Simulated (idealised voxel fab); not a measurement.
Documented hereafter: the process module known as voxel gate over fins.
In the cross-section labelled cut, the width is 240 nm and each square cell is 5 nm.
A cross-section in this document is a grid of square cells, and it is written down as bands, the top band listed before the ones below it; a band is made up of one or more rows of cells. Band: top and bottom heights (nm) first, top before bottom; then materials from left to right, widths in nm. "all across" marks a sole material filling the band edge to edge. "empty" denotes empty space. Heights are expressed relative to 0, this being the level below which the as-received wafer comprises one material exclusively. The lowest band is unbounded in the downward direction and is denoted as in "top 0, no bottom". Quick explanation for "30..40": the width changes in equal steps down the rows of cells, from the first number in the band's top row to the second number in its bottom row. No cell of the cross-section changed in a step that is given as "nothing altered". "Unvented cavities": sealed empty spaces, 8 cells or more, no open way to top, listed width x height at distance, with distance from the left edge and width, height and distance in nm. What comes after the settings on a step's line is commentary from the simulator itself on that step. "overlay nm" denotes, for a step that has a mask, the displacement of the mask to the right of its planned place, with negative values corresponding to the left.

[The following list gives the planned process steps]
1) RECEIVE [material Si]
2) CONFORMAL_DEP [material SiN] [thk nm 5]
3) DIRECTIONAL_DEP [material aC] [thk nm 15]
4) PATTERN [tone cover] [mask id FINS] [material resist] [width nm 15] [pitch nm 50] [thk nm 30] [overlay nm 0]
5) DIRECTIONAL_ETCH [etch materials aC] [depth nm 15]
6) STRIP [etch materials resist]
7) DIRECTIONAL_ETCH [etch materials SiN] [depth nm 5]
8) DIRECTIONAL_ETCH [etch materials Si] [depth nm 35]
9) STRIP [etch materials aC]
10) OXIDIZE [depth nm 5]
11) FILL_DEP [material SiO2] [thk nm 15]
12) CMP [height nm 5]
13) DIRECTIONAL_DEP [material aC] [thk nm 10]
14) PATTERN [tone open] [mask id RAIL] [material resist] [width nm 15] [thk nm 30] [overlay nm 0]
15) DIRECTIONAL_ETCH [etch materials aC] [depth nm 10]
16) STRIP [etch materials resist]
17) DIRECTIONAL_ETCH [etch materials SiO2] [depth nm 35]
18) STRIP [etch materials aC]
19) CONFORMAL_DEP [material TiN] [thk nm 5]
20) FILL_DEP [material W] [thk nm 5]
21) CMP [height nm 5]
22) SELECTIVE_ETCH [etch materials W Ru TiN] [depth nm 25]
23) FILL_DEP [material SiO2] [thk nm 5]
24) CMP [height nm 5]
25) SELECTIVE_ETCH [etch materials SiO2] [depth nm 15]
26) STRIP [etch materials SiN]
27) CONFORMAL_DEP [material HfO2] [thk nm 5]
28) CONFORMAL_DEP [material TiN] [thk nm 5]
29) CONFORMAL_DEP [material TiAl] [thk nm 5]
30) CONFORMAL_DEP [material TiN] [thk nm 5]
31) FILL_DEP [material W] [thk nm 15]
32) CMP [height nm 30]
33) CONFORMAL_DEP [material SiN] [thk nm 10]

[The following pertains to the first of two wafers, which was processed as planned]

[So this is the incoming wafer in cross-section - it's already been through step 1]
	top 0, no bottom: Si all across
	Unvented cavities: none

[Cross-section: wafer state after step 2]
	top 5, bottom 0: SiN all across
	Anything lower than 0 is untouched.

[Cross-section: wafer state after step 3]
	top 20, bottom 5: aC all across
	Anything lower than 5 is untouched.

[Cross-section: wafer state after step 4]
	top 50, bottom 20: 85 nm empty / 15 nm resist / 35 nm empty / 15 nm resist / 90 nm empty
	Anything lower than 20 is untouched.

[Cross-section: wafer state after step 5]
	top 35, bottom 20: 85 nm empty / 15 nm resist / 35 nm empty / 15 nm resist / 90 nm empty
	top 20, bottom 5: 85 nm empty / 15 nm aC / 35 nm empty / 15 nm aC / 90 nm empty
	Anything lower than 5 is untouched.

[Cross-section: wafer state after step 6]
	top 20, bottom 5: 85 nm empty / 15 nm aC / 35 nm empty / 15 nm aC / 90 nm empty
	Anything lower than 5 is untouched.

[Cross-section: wafer state after step 7]
	top 20, bottom 5: 85 nm empty / 15 nm aC / 35 nm empty / 15 nm aC / 90 nm empty
	top 5, bottom 0: 85 nm empty / 15 nm SiN / 35 nm empty / 15 nm SiN / 90 nm empty
	Anything lower than 0 is untouched.

[Cross-section: wafer state after step 8]
	top 20, bottom 5: 85 nm empty / 15 nm aC / 35 nm empty / 15 nm aC / 90 nm empty
	top 5, bottom 0: 85 nm empty / 15 nm SiN / 35 nm empty / 15 nm SiN / 90 nm empty
	top 0, bottom -35: 85 nm empty / 15 nm Si / 35 nm empty / 15 nm Si / 90 nm empty
	Anything lower than -35 is untouched.

[Cross-section: wafer state after step 9]
	top 5, bottom 0: 85 nm empty / 15 nm SiN / 35 nm empty / 15 nm SiN / 90 nm empty
	Anything lower than 0 is untouched.

[Cross-section: wafer state after step 10]
	top 5, bottom 0: 85 nm empty / 15 nm SiN / 35 nm empty / 15 nm SiN / 90 nm empty
	top 0, bottom -35: 85 nm empty / 5 nm SiO2 / 5 nm Si / 5 nm SiO2 / 35 nm empty / 5 nm SiO2 / 5 nm Si / 5 nm SiO2 / 90 nm empty
	top -35, bottom -40: 90 nm SiO2 / 5 nm Si / 45 nm SiO2 / 5 nm Si / 95 nm SiO2
	Anything lower than -40 is untouched.

[Cross-section: wafer state after step 11]
	top 20, bottom 5: SiO2 all across
	top 5, bottom 0: 85 nm SiO2 / 15 nm SiN / 35 nm SiO2 / 15 nm SiN / 90 nm SiO2
	top 0, bottom -40: 90 nm SiO2 / 5 nm Si / 45 nm SiO2 / 5 nm Si / 95 nm SiO2
	Anything lower than -40 is untouched.

[Cross-section: wafer state after step 12]
	top 5, bottom 0: 85 nm SiO2 / 15 nm SiN / 35 nm SiO2 / 15 nm SiN / 90 nm SiO2
	Anything lower than 0 is untouched.

[Cross-section: wafer state after step 13]
	top 15, bottom 5: aC all across
	Anything lower than 5 is untouched.

[Cross-section: wafer state after step 14]
	top 45, bottom 15: 110 nm resist / 15 nm empty / 115 nm resist
	Anything lower than 15 is untouched.

[Cross-section: wafer state after step 15]
	top 35, bottom 15: 110 nm resist / 15 nm empty / 115 nm resist
	top 15, bottom 5: 110 nm aC / 15 nm empty / 115 nm aC
	Anything lower than 5 is untouched.

[Cross-section: wafer state after step 16]
	top 15, bottom 5: 110 nm aC / 15 nm empty / 115 nm aC
	Anything lower than 5 is untouched.

[Cross-section: wafer state after step 17]
	top 15, bottom 5: 110 nm aC / 15 nm empty / 115 nm aC
	top 5, bottom 0: 85 nm SiO2 / 15 nm SiN / 10 nm SiO2 / 15 nm empty / 10 nm SiO2 / 15 nm SiN / 90 nm SiO2
	top 0, bottom -30: 90 nm SiO2 / 5 nm Si / 15 nm SiO2 / 15 nm empty / 15 nm SiO2 / 5 nm Si / 95 nm SiO2
	Anything lower than -30 is untouched.

[Cross-section: wafer state after step 18]
	top 5, bottom 0: 85 nm SiO2 / 15 nm SiN / 10 nm SiO2 / 15 nm empty / 10 nm SiO2 / 15 nm SiN / 90 nm SiO2
	Anything lower than 0 is untouched.

[Cross-section: wafer state after step 19]
	top 10, bottom 5: 115 nm TiN / 5 nm empty / 120 nm TiN
	top 5, bottom 0: 85 nm SiO2 / 15 nm SiN / 10 nm SiO2 / 5 nm TiN / 5 nm empty / 5 nm TiN / 10 nm SiO2 / 15 nm SiN / 90 nm SiO2
	top 0, bottom -25: 90 nm SiO2 / 5 nm Si / 15 nm SiO2 / 5 nm TiN / 5 nm empty / 5 nm TiN / 15 nm SiO2 / 5 nm Si / 95 nm SiO2
	top -25, bottom -30: 90 nm SiO2 / 5 nm Si / 15 nm SiO2 / 15 nm TiN / 15 nm SiO2 / 5 nm Si / 95 nm SiO2
	Anything lower than -30 is untouched.

[Cross-section: wafer state after step 20]
	top 15, bottom 10: W all across
	top 10, bottom 5: 115 nm TiN / 5 nm W / 120 nm TiN
	top 5, bottom 0: 85 nm SiO2 / 15 nm SiN / 10 nm SiO2 / 5 nm TiN / 5 nm W / 5 nm TiN / 10 nm SiO2 / 15 nm SiN / 90 nm SiO2
	top 0, bottom -25: 90 nm SiO2 / 5 nm Si / 15 nm SiO2 / 5 nm TiN / 5 nm W / 5 nm TiN / 15 nm SiO2 / 5 nm Si / 95 nm SiO2
	Anything lower than -25 is untouched.

[Cross-section: wafer state after step 21]
	top 5, bottom 0: 85 nm SiO2 / 15 nm SiN / 10 nm SiO2 / 5 nm TiN / 5 nm W / 5 nm TiN / 10 nm SiO2 / 15 nm SiN / 90 nm SiO2
	Anything lower than 0 is untouched.

[Cross-section: wafer state after step 22]
	top 5, bottom 0: 85 nm SiO2 / 15 nm SiN / 10 nm SiO2 / 15 nm empty / 10 nm SiO2 / 15 nm SiN / 90 nm SiO2
	top 0, bottom -20: 90 nm SiO2 / 5 nm Si / 15 nm SiO2 / 15 nm empty / 15 nm SiO2 / 5 nm Si / 95 nm SiO2
	Anything lower than -20 is untouched.

[Cross-section: wafer state after step 23]
	top 10, bottom 5: SiO2 all across
	top 5, bottom 0: 85 nm SiO2 / 15 nm SiN / 35 nm SiO2 / 15 nm SiN / 90 nm SiO2
	top 0, bottom -20: 90 nm SiO2 / 5 nm Si / 45 nm SiO2 / 5 nm Si / 95 nm SiO2
	Anything lower than -20 is untouched.

[Cross-section: wafer state after step 24]
	top 5, bottom 0: 85 nm SiO2 / 15 nm SiN / 35 nm SiO2 / 15 nm SiN / 90 nm SiO2
	Anything lower than 0 is untouched.

[Cross-section: wafer state after step 25]
	top 5, bottom 0: 85 nm empty / 15 nm SiN / 35 nm empty / 15 nm SiN / 90 nm empty
	top 0, bottom -10: 90 nm empty / 5 nm Si / 45 nm empty / 5 nm Si / 95 nm empty
	Anything lower than -10 is untouched.

[Cross-section: wafer state after step 26]
	top 0, bottom -10: 90 nm empty / 5 nm Si / 45 nm empty / 5 nm Si / 95 nm empty
	Anything lower than -10 is untouched.

[Cross-section: wafer state after step 27]
	top 5, bottom 0: 85 nm empty / 15 nm HfO2 / 35 nm empty / 15 nm HfO2 / 90 nm empty
	top 0, bottom -5: 85 nm empty / 5 nm HfO2 / 5 nm Si / 5 nm HfO2 / 35 nm empty / 5 nm HfO2 / 5 nm Si / 5 nm HfO2 / 90 nm empty
	top -5, bottom -10: 90 nm HfO2 / 5 nm Si / 45 nm HfO2 / 5 nm Si / 95 nm HfO2
	Anything lower than -10 is untouched.

[Cross-section: wafer state after step 28]
	top 10, bottom 5: 80 nm empty / 25 nm TiN / 25 nm empty / 25 nm TiN / 85 nm empty
	top 5, bottom 0: 80 nm empty / 5 nm TiN / 15 nm HfO2 / 5 nm TiN / 25 nm empty / 5 nm TiN / 15 nm HfO2 / 5 nm TiN / 85 nm empty
	top 0, bottom -5: 85 nm TiN / 5 nm HfO2 / 5 nm Si / 5 nm HfO2 / 35 nm TiN / 5 nm HfO2 / 5 nm Si / 5 nm HfO2 / 90 nm TiN
	Anything lower than -5 is untouched.

[Cross-section: wafer state after step 29]
	top 15, bottom 10: 75 nm empty / 35 nm TiAl / 15 nm empty / 35 nm TiAl / 80 nm empty
	top 10, bottom 5: 75 nm empty / 5 nm TiAl / 25 nm TiN / 5 nm TiAl / 15 nm empty / 5 nm TiAl / 25 nm TiN / 5 nm TiAl / 80 nm empty
	top 5, bottom 0: 80 nm TiAl / 5 nm TiN / 15 nm HfO2 / 5 nm TiN / 25 nm TiAl / 5 nm TiN / 15 nm HfO2 / 5 nm TiN / 85 nm TiAl
	Anything lower than 0 is untouched.

[Cross-section: wafer state after step 30]
	top 20, bottom 15: 70 nm empty / 45 nm TiN / 5 nm empty / 45 nm TiN / 75 nm empty
	top 15, bottom 10: 70 nm empty / 5 nm TiN / 35 nm TiAl / 5 nm TiN / 5 nm empty / 5 nm TiN / 35 nm TiAl / 5 nm TiN / 75 nm empty
	top 10, bottom 5: 75 nm TiN / 5 nm TiAl / 25 nm TiN / 5 nm TiAl / 15 nm TiN / 5 nm TiAl / 25 nm TiN / 5 nm TiAl / 80 nm TiN
	Anything lower than 5 is untouched.

[Cross-section: wafer state after step 31]
	top 35, bottom 20: W all across
	top 20, bottom 15: 70 nm W / 45 nm TiN / 5 nm W / 45 nm TiN / 75 nm W
	top 15, bottom 10: 70 nm W / 5 nm TiN / 35 nm TiAl / 5 nm TiN / 5 nm W / 5 nm TiN / 35 nm TiAl / 5 nm TiN / 75 nm W
	Anything lower than 10 is untouched.

[Cross-section: wafer state after step 32]
	top 30, bottom 20: W all across
	Anything lower than 20 is untouched.

[Cross-section: wafer state after step 33]
	top 40, bottom 30: SiN all across
	Anything lower than 30 is untouched.

[Wafer two of the pair: same origin, same plan, one error during the run; identical to wafer one up to and including step 13]

[The second wafer cut through, at the time step 14 was supposed to be finished]
	top 45, bottom 15: 110 nm empty / 15 nm resist / 115 nm empty
	Anything lower than 15 is untouched.

[The second wafer cut through, at the time step 15 was supposed to be finished]
	top 35, bottom 15: 110 nm empty / 15 nm resist / 115 nm empty
	top 15, bottom 5: 110 nm empty / 15 nm aC / 115 nm empty
	Anything lower than 5 is untouched.

[The second wafer cut through, at the time step 16 was supposed to be finished]
	top 15, bottom 5: 110 nm empty / 15 nm aC / 115 nm empty
	Anything lower than 5 is untouched.

[The second wafer cut through, at the time step 17 was supposed to be finished]
	top 15, bottom 5: 110 nm empty / 15 nm aC / 115 nm empty
	top 5, bottom 0: 85 nm empty / 15 nm SiN / 10 nm empty / 15 nm SiO2 / 10 nm empty / 15 nm SiN / 90 nm empty
	top 0, bottom -30: 85 nm empty / 5 nm SiO2 / 5 nm Si / 5 nm SiO2 / 10 nm empty / 15 nm SiO2 / 10 nm empty / 5 nm SiO2 / 5 nm Si / 5 nm SiO2 / 90 nm empty
	Anything lower than -30 is untouched.

[The second wafer cut through, at the time step 18 was supposed to be finished]
	top 5, bottom 0: 85 nm empty / 15 nm SiN / 10 nm empty / 15 nm SiO2 / 10 nm empty / 15 nm SiN / 90 nm empty
	Anything lower than 0 is untouched.

[The second wafer cut through, at the time step 19 was supposed to be finished]
	top 10, bottom 5: 80 nm empty / 75 nm TiN / 85 nm empty
	top 5, bottom 0: 80 nm empty / 5 nm TiN / 15 nm SiN / 10 nm TiN / 15 nm SiO2 / 10 nm TiN / 15 nm SiN / 5 nm TiN / 85 nm empty
	top 0, bottom -25: 80 nm empty / 5 nm TiN / 5 nm SiO2 / 5 nm Si / 5 nm SiO2 / 10 nm TiN / 15 nm SiO2 / 10 nm TiN / 5 nm SiO2 / 5 nm Si / 5 nm SiO2 / 5 nm TiN / 85 nm empty
	top -25, bottom -30: 85 nm TiN / 5 nm SiO2 / 5 nm Si / 5 nm SiO2 / 10 nm TiN / 15 nm SiO2 / 10 nm TiN / 5 nm SiO2 / 5 nm Si / 5 nm SiO2 / 90 nm TiN
	Anything lower than -30 is untouched.

[The second wafer cut through, at the time step 20 was supposed to be finished]
	top 15, bottom 10: W all across
	top 10, bottom 5: 80 nm W / 75 nm TiN / 85 nm W
	top 5, bottom 0: 80 nm W / 5 nm TiN / 15 nm SiN / 10 nm TiN / 15 nm SiO2 / 10 nm TiN / 15 nm SiN / 5 nm TiN / 85 nm W
	top 0, bottom -25: 80 nm W / 5 nm TiN / 5 nm SiO2 / 5 nm Si / 5 nm SiO2 / 10 nm TiN / 15 nm SiO2 / 10 nm TiN / 5 nm SiO2 / 5 nm Si / 5 nm SiO2 / 5 nm TiN / 85 nm W
	Anything lower than -25 is untouched.

[The second wafer cut through, at the time step 21 was supposed to be finished]
	top 5, bottom 0: 80 nm W / 5 nm TiN / 15 nm SiN / 10 nm TiN / 15 nm SiO2 / 10 nm TiN / 15 nm SiN / 5 nm TiN / 85 nm W
	Anything lower than 0 is untouched.

[The second wafer cut through, at the time step 22 was supposed to be finished]
	top 5, bottom 0: 85 nm empty / 15 nm SiN / 10 nm empty / 15 nm SiO2 / 10 nm empty / 15 nm SiN / 90 nm empty
	top 0, bottom -20: 85 nm empty / 5 nm SiO2 / 5 nm Si / 5 nm SiO2 / 10 nm empty / 15 nm SiO2 / 10 nm empty / 5 nm SiO2 / 5 nm Si / 5 nm SiO2 / 90 nm empty
	Anything lower than -20 is untouched.

[The second wafer cut through, at the time step 23 was supposed to be finished]
	top 10, bottom 5: SiO2 all across
	top 5, bottom 0: 85 nm SiO2 / 15 nm SiN / 35 nm SiO2 / 15 nm SiN / 90 nm SiO2
	top 0, bottom -20: 90 nm SiO2 / 5 nm Si / 45 nm SiO2 / 5 nm Si / 95 nm SiO2
	Anything lower than -20 is untouched.

[The second wafer cut through, at the time step 24 was supposed to be finished]
	top 5, bottom 0: 85 nm SiO2 / 15 nm SiN / 35 nm SiO2 / 15 nm SiN / 90 nm SiO2
	Anything lower than 0 is untouched.

[The second wafer cut through, at the time step 25 was supposed to be finished]
	top 5, bottom 0: 85 nm empty / 15 nm SiN / 35 nm empty / 15 nm SiN / 90 nm empty
	top 0, bottom -10: 90 nm empty / 5 nm Si / 45 nm empty / 5 nm Si / 95 nm empty
	Anything lower than -10 is untouched.

[The second wafer cut through, at the time step 26 was supposed to be finished]
	top 0, bottom -10: 90 nm empty / 5 nm Si / 45 nm empty / 5 nm Si / 95 nm empty
	Anything lower than -10 is untouched.

[The second wafer cut through, at the time step 27 was supposed to be finished]
	top 5, bottom 0: 85 nm empty / 15 nm HfO2 / 35 nm empty / 15 nm HfO2 / 90 nm empty
	top 0, bottom -5: 85 nm empty / 5 nm HfO2 / 5 nm Si / 5 nm HfO2 / 35 nm empty / 5 nm HfO2 / 5 nm Si / 5 nm HfO2 / 90 nm empty
	top -5, bottom -10: 90 nm HfO2 / 5 nm Si / 45 nm HfO2 / 5 nm Si / 95 nm HfO2
	Anything lower than -10 is untouched.

[The second wafer cut through, at the time step 28 was supposed to be finished]
	top 10, bottom 5: 80 nm empty / 25 nm TiN / 25 nm empty / 25 nm TiN / 85 nm empty
	top 5, bottom 0: 80 nm empty / 5 nm TiN / 15 nm HfO2 / 5 nm TiN / 25 nm empty / 5 nm TiN / 15 nm HfO2 / 5 nm TiN / 85 nm empty
	top 0, bottom -5: 85 nm TiN / 5 nm HfO2 / 5 nm Si / 5 nm HfO2 / 35 nm TiN / 5 nm HfO2 / 5 nm Si / 5 nm HfO2 / 90 nm TiN
	Anything lower than -5 is untouched.

[The second wafer cut through, at the time step 29 was supposed to be finished]
	top 15, bottom 10: 75 nm empty / 35 nm TiAl / 15 nm empty / 35 nm TiAl / 80 nm empty
	top 10, bottom 5: 75 nm empty / 5 nm TiAl / 25 nm TiN / 5 nm TiAl / 15 nm empty / 5 nm TiAl / 25 nm TiN / 5 nm TiAl / 80 nm empty
	top 5, bottom 0: 80 nm TiAl / 5 nm TiN / 15 nm HfO2 / 5 nm TiN / 25 nm TiAl / 5 nm TiN / 15 nm HfO2 / 5 nm TiN / 85 nm TiAl
	Anything lower than 0 is untouched.

[The second wafer cut through, at the time step 30 was supposed to be finished]
	top 20, bottom 15: 70 nm empty / 45 nm TiN / 5 nm empty / 45 nm TiN / 75 nm empty
	top 15, bottom 10: 70 nm empty / 5 nm TiN / 35 nm TiAl / 5 nm TiN / 5 nm empty / 5 nm TiN / 35 nm TiAl / 5 nm TiN / 75 nm empty
	top 10, bottom 5: 75 nm TiN / 5 nm TiAl / 25 nm TiN / 5 nm TiAl / 15 nm TiN / 5 nm TiAl / 25 nm TiN / 5 nm TiAl / 80 nm TiN
	Anything lower than 5 is untouched.

[The second wafer cut through, at the time step 31 was supposed to be finished]
	top 35, bottom 20: W all across
	top 20, bottom 15: 70 nm W / 45 nm TiN / 5 nm W / 45 nm TiN / 75 nm W
	top 15, bottom 10: 70 nm W / 5 nm TiN / 35 nm TiAl / 5 nm TiN / 5 nm W / 5 nm TiN / 35 nm TiAl / 5 nm TiN / 75 nm W
	Anything lower than 10 is untouched.

[The second wafer cut through, at the time step 32 was supposed to be finished]
	top 30, bottom 20: W all across
	Anything lower than 20 is untouched.

[The second wafer cut through, at the time step 33 was supposed to be finished]
	top 40, bottom 30: SiN all across
	Anything lower than 30 is untouched.
Short version of what went wrong: step 14: run off-plan, actual operation and settings PATTERN [tone cover] [mask id RAIL] [material resist] [width nm 15] [thk nm 30] [overlay nm 0]
It is noted that, at the conclusion of processing, the second wafer exhibits a higher or lower cell count for certain materials relative to the first: SiO2: 72 fewer | TiN: 40 more | W: 32 more
